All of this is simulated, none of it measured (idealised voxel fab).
A process module follows: voxel transistor to metal.
Cross-sectional view cut (width: 170 nm; square cell size: 5 nm).
Square cells in a grid make up a cross-section in this document, and the grid is given as bands, listed from the top down, each one or more rows of cells. This entry defines a band. It first specifies the height of the band's top and the height of its bottom in nm, and then specifies the band's materials from left to right, stating each material with its width in nm. The word "everywhere" identifies a single material that fills the band from edge to edge, while the word "blank" identifies empty space. All heights in this document are referenced to 0, defined as the level beneath which the wafer, as received, consists entirely of one material. The lowest band is not bounded below; it extends indefinitely downward and is written in the form "0 and below". The notation "30->40" denotes a width that varies across the rows of cells in the band, beginning at the first number in the top row, finishing at the second number in the bottom row, and changing by an identical amount from each row to the next. What does "nothing altered" mean for a step? It means no cell of the cross-section changed in that step. The list in "Enclosed void entries" covers empty spaces of 8 cells or more that cannot reach the top through any open way, and it gives each as width x height at distance; the distance is from the left edge, and width, height and distance are in nm. The remark found on a step's line after its settings is issued by the simulator itself and pertains to that step. overlay nm: on a step with a mask, how far right of its planned place the mask lay; negative means left.

### Intended process steps
1,RECEIVE, material Si
2,CONFORMAL_DEP, material SiO2, thk nm 5
3,CONFORMAL_DEP, material SiN, thk nm 15
4,DIRECTIONAL_DEP, material aC, thk nm 10
5,PATTERN, tone cover, mask id ACTIVE, material resist, width nm 95, thk nm 25, overlay nm 0
6,DIRECTIONAL_ETCH, etch materials aC, depth nm 10
7,STRIP, etch materials resist
8,DIRECTIONAL_ETCH, etch materials SiN, depth nm 15
9,DIRECTIONAL_ETCH, etch materials SiO2, depth nm 5
10,DIRECTIONAL_ETCH, etch materials Si, depth nm 35
11,STRIP, etch materials aC
12,OXIDIZE, depth nm 5
13,FILL_DEP, material SiO2, thk nm 10
14,CMP, height nm 20
15,SELECTIVE_ETCH, etch materials SiO2, depth nm 10
16,STRIP, etch materials SiN
17,SELECTIVE_ETCH, etch materials SiO2, depth nm 5
18,OXIDIZE, depth nm 5
19,DIRECTIONAL_DEP, material polySi, thk nm 20
20,DIRECTIONAL_DEP, material SiCN, thk nm 15
21,MASKED_ETCH, tone cover, mask id GATE, width nm 15, etch materials SiCN, depth nm 25, overlay nm 0
22,MASKED_ETCH, tone cover, mask id GATE, width nm 15, etch materials polySi, depth nm 30, overlay nm 0
23,CONFORMAL_DEP, material SiN, thk nm 10
24,DIRECTIONAL_ETCH, etch materials SiN, depth nm 10
25,DIRECTIONAL_ETCH, etch materials SiO2, depth nm 5
26,DIRECTIONAL_ETCH, etch materials Si, depth nm 5
27,EPI, material SiGe, thk nm 10
28,FILL_DEP, material SiO2, thk nm 10
29,CMP, height nm 35
30,DIRECTIONAL_DEP, material SiO2, thk nm 15
31,DIRECTIONAL_DEP, material aC, thk nm 15
32,PATTERN, tone open, mask id CONTACT, material resist, width nm 15, pitch nm 70, thk nm 30, overlay nm 0
33,DIRECTIONAL_ETCH, etch materials aC, depth nm 15
34,STRIP, etch materials resist
35,DIRECTIONAL_ETCH, etch materials SiO2, depth nm 50
36,STRIP, etch materials aC
37,CONFORMAL_DEP, material TiN, thk nm 5
38,FILL_DEP, material Ru, thk nm 10
39,CMP, height nm 50
40,DIRECTIONAL_DEP, material TiN, thk nm 5
41,DIRECTIONAL_DEP, material W, thk nm 25
42,PATTERN, tone cover, mask id METAL_1, material resist, width nm 15, pitch nm 70, thk nm 20, overlay nm 0
43,DIRECTIONAL_ETCH, etch materials W, depth nm 25
44,DIRECTIONAL_ETCH, etch materials TiN, depth nm 5
45,STRIP, etch materials resist
46,FILL_DEP, material lowk, thk nm 10
47,CMP, height nm 80
48,CONFORMAL_DEP, material SiCN, thk nm 5

### As-received state of the wafer in cross-section, equivalent to post-step 1
    0 and below: Si everywhere
    Enclosed void entries: none

### Post-module cross-section: identical start and plan to those above, one misstep in execution
    85 down to 80: SiCN everywhere
    80 down to 75: 40 of lowk | 15 of TiN | 55 of lowk | 15 of TiN | 45 of lowk
    75 down to 50: W everywhere
    50 down to 35: 40 of SiO2 | 5 of TiN | 5 of Ru | 5 of TiN | 55 of SiO2 | 5 of TiN | 5 of Ru | 5 of TiN | 45 of SiO2
    35 down to 20: 40 of SiO2 | 5 of TiN | 5 of Ru | 5 of TiN | 10 of SiO2 | 10 of SiN | 15 of SiCN | 10 of SiN | 10 of SiO2 | 5 of TiN | 5 of Ru | 5 of TiN | 45 of SiO2
    20 down to 5: 40 of SiO2 | 5 of TiN | 5 of Ru | 5 of TiN | 10 of SiO2 | 10 of SiN | 15 of polySi | 10 of SiN | 10 of SiO2 | 5 of TiN | 5 of Ru | 5 of TiN | 45 of SiO2
    5 down to 0: 30 of SiO2 | 10 of SiN | 15 of TiN | 10 of SiGe | 10 of SiN | 15 of polySi | 10 of SiN | 10 of SiGe | 15 of TiN | 10 of SiN | 35 of SiO2
    0 down to -5: 40 of SiO2 | 25 of SiGe | 35 of SiO2 | 25 of SiGe | 45 of SiO2
    -5 down to -10: 40 of SiO2 | 25 of SiGe | 35 of Si | 25 of SiGe | 45 of SiO2
    -10 down to -40: 40 of SiO2 | 85 of Si | 45 of SiO2
    -40 and below: Si everywhere
    Enclosed void entries: none
Misprocessing identified: a sequencing error occurred in which plan steps 40 and 41 were transposed
